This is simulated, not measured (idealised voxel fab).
The following process module bears the name voxel gate over fins.
It is cross-section cut that appears here, measuring 265 nm in width, its square cells being 5 nm in size.
Square cells in a grid make up a cross-section in this document, and the grid is given as bands, listed from the top down, each one or more rows of cells.
Look at the band entry: it leads with the top's height and the bottom's height in nm. Then it lists the materials left to right, with a width in nm for each. The word "everywhere" on a single material says that material fills the band edge to edge. The word "air" is empty space.
Where do heights start? At 0: under that level the wafer as delivered is made of one material only. And the lowest band has no floor; it just carries on downward, as in "0..down".
Note: "30 to 40" means the width goes from the first number (top row of the band) to the second number (bottom row) in equal steps per row of cells.
"remained unchanged" -> step changed no cross-section cell.
For the entry "Sealed cavities", the listed items are empty spaces with no open way to the top whose size is 8 cells or more; each item follows the pattern width x height at distance, where distance is from the left edge and all three are in nm.
Where a step's line continues beyond its settings, the continuation is a remark by the simulator itself on that step.
overlay nm: mask right of planned place by this much (step with mask). Neg. = left.
## Steps in the process plan
1 RECEIVE | material Si
2 CONFORMAL_DEP | material SiN | thk nm 10
3 MASKED_ETCH | tone cover | mask id FINS | width nm 15 | pitch nm 35 | etch materials SiN | depth nm 10 | overlay nm 0
4 MASKED_ETCH | tone cover | mask id FINS | width nm 15 | pitch nm 35 | etch materials Si | depth nm 40 | overlay nm 0
5 FILL_DEP | material SiO2 | thk nm 5
6 CMP | height nm 10
7 SELECTIVE_ETCH | etch materials SiO2 | depth nm 25
8 STRIP | etch materials SiN
9 CONFORMAL_DEP | material HfO2 | thk nm 5
10 CONFORMAL_DEP | material TiN | thk nm 5
11 FILL_DEP | material W | thk nm 10
12 CMP | height nm 15
13 CONFORMAL_DEP | material SiCN | thk nm 5
## first wafer, as planned
## Received-state cross-section, reflecting completion of step 1
    0..down  Si everywhere
    Sealed cavities: none
## Cross-sectional representation of the wafer at the conclusion of step 2
    10..0  SiN everywhere
    No changes below 0.
## Cross-sectional representation of the wafer at the conclusion of step 3
    10..0  105 of air; 15 of SiN; 20 of air; 15 of SiN; 110 of air
    No changes below 0.
## Cross-sectional representation of the wafer at the conclusion of step 4
    10..0  105 of air; 15 of SiN; 20 of air; 15 of SiN; 110 of air
    0..-40  105 of air; 15 of Si; 20 of air; 15 of Si; 110 of air
    No changes below -40.
## Cross-sectional representation of the wafer at the conclusion of step 5
    15..10  SiO2 everywhere
    10..0  105 of SiO2; 15 of SiN; 20 of SiO2; 15 of SiN; 110 of SiO2
    0..-40  105 of SiO2; 15 of Si; 20 of SiO2; 15 of Si; 110 of SiO2
    No changes below -40.
## Cross-sectional representation of the wafer at the conclusion of step 6
    10..0  105 of SiO2; 15 of SiN; 20 of SiO2; 15 of SiN; 110 of SiO2
    No changes below 0.
## Cross-sectional representation of the wafer at the conclusion of step 7
    10..0  105 of air; 15 of SiN; 20 of air; 15 of SiN; 110 of air
    0..-15  105 of air; 15 of Si; 20 of air; 15 of Si; 110 of air
    No changes below -15.
## Cross-sectional representation of the wafer at the conclusion of step 8
    0..-15  105 of air; 15 of Si; 20 of air; 15 of Si; 110 of air
    No changes below -15.
## Cross-sectional representation of the wafer at the conclusion of step 9
    5..0  100 of air; 25 of HfO2; 10 of air; 25 of HfO2; 105 of air
    0..-10  100 of air; 5 of HfO2; 15 of Si; 5 of HfO2; 10 of air; 5 of HfO2; 15 of Si; 5 of HfO2; 105 of air
    -10..-15  105 of HfO2; 15 of Si; 20 of HfO2; 15 of Si; 110 of HfO2
    No changes below -15.
## Cross-sectional representation of the wafer at the conclusion of step 10
    10..5  95 of air; 70 of TiN; 100 of air
    5..0  95 of air; 5 of TiN; 25 of HfO2; 10 of TiN; 25 of HfO2; 5 of TiN; 100 of air
    0..-5  95 of air; 5 of TiN; 5 of HfO2; 15 of Si; 5 of HfO2; 10 of TiN; 5 of HfO2; 15 of Si; 5 of HfO2; 5 of TiN; 100 of air
    -5..-10  100 of TiN; 5 of HfO2; 15 of Si; 5 of HfO2; 10 of TiN; 5 of HfO2; 15 of Si; 5 of HfO2; 105 of TiN
    No changes below -10.
## Cross-sectional representation of the wafer at the conclusion of step 11
    20..10  W everywhere
    10..5  95 of W; 70 of TiN; 100 of W
    5..0  95 of W; 5 of TiN; 25 of HfO2; 10 of TiN; 25 of HfO2; 5 of TiN; 100 of W
    0..-5  95 of W; 5 of TiN; 5 of HfO2; 15 of Si; 5 of HfO2; 10 of TiN; 5 of HfO2; 15 of Si; 5 of HfO2; 5 of TiN; 100 of W
    No changes below -5.
## Cross-sectional representation of the wafer at the conclusion of step 12
    15..10  W everywhere
    No changes below 10.
## Cross-sectional representation of the wafer at the conclusion of step 13
    20..15  SiCN everywhere
    No changes below 15.
## The remaining wafer, second of the two, started like the first and was run to the same plan, except that one mistake was made along the way; the two coincide through step 1, inclusive
## X-section, second wafer, when step 2 was due to finish
    10..0  W everywhere
    No changes below 0.
X-section, second wafer, when step 3 was due to finish: remained unchanged
X-section, second wafer, when step 4 was due to finish: remained unchanged
## X-section, second wafer, when step 5 was due to finish
    15..10  SiO2 everywhere
    No changes below 10.
## X-section, second wafer, when step 6 was due to finish
    10..0  W everywhere
    No changes below 0.
X-section, second wafer, when step 7 was due to finish: remained unchanged
X-section, second wafer, when step 8 was due to finish: remained unchanged
## X-section, second wafer, when step 9 was due to finish
    15..10  HfO2 everywhere
    No changes below 10.
## X-section, second wafer, when step 10 was due to finish
    20..15  TiN everywhere
    No changes below 15.
## X-section, second wafer, when step 11 was due to finish
    30..20  W everywhere
    No changes below 20.
## X-section, second wafer, when step 12 was due to finish
    15..10  HfO2 everywhere
    No changes below 10.
## X-section, second wafer, when step 13 was due to finish
    20..15  SiCN everywhere
    No changes below 15.
The mistake made against the process plan was this: off-plan run, step 2, actual operation and settings CONFORMAL_DEP | material W | thk nm 10
Looking at both finished wafers in cells, the second ends up ahead of or behind the first on some materials: HfO2: 12 fewer | Si: 376 more | SiO2: 235 fewer | TiN: 65 fewer | W: 64 fewer
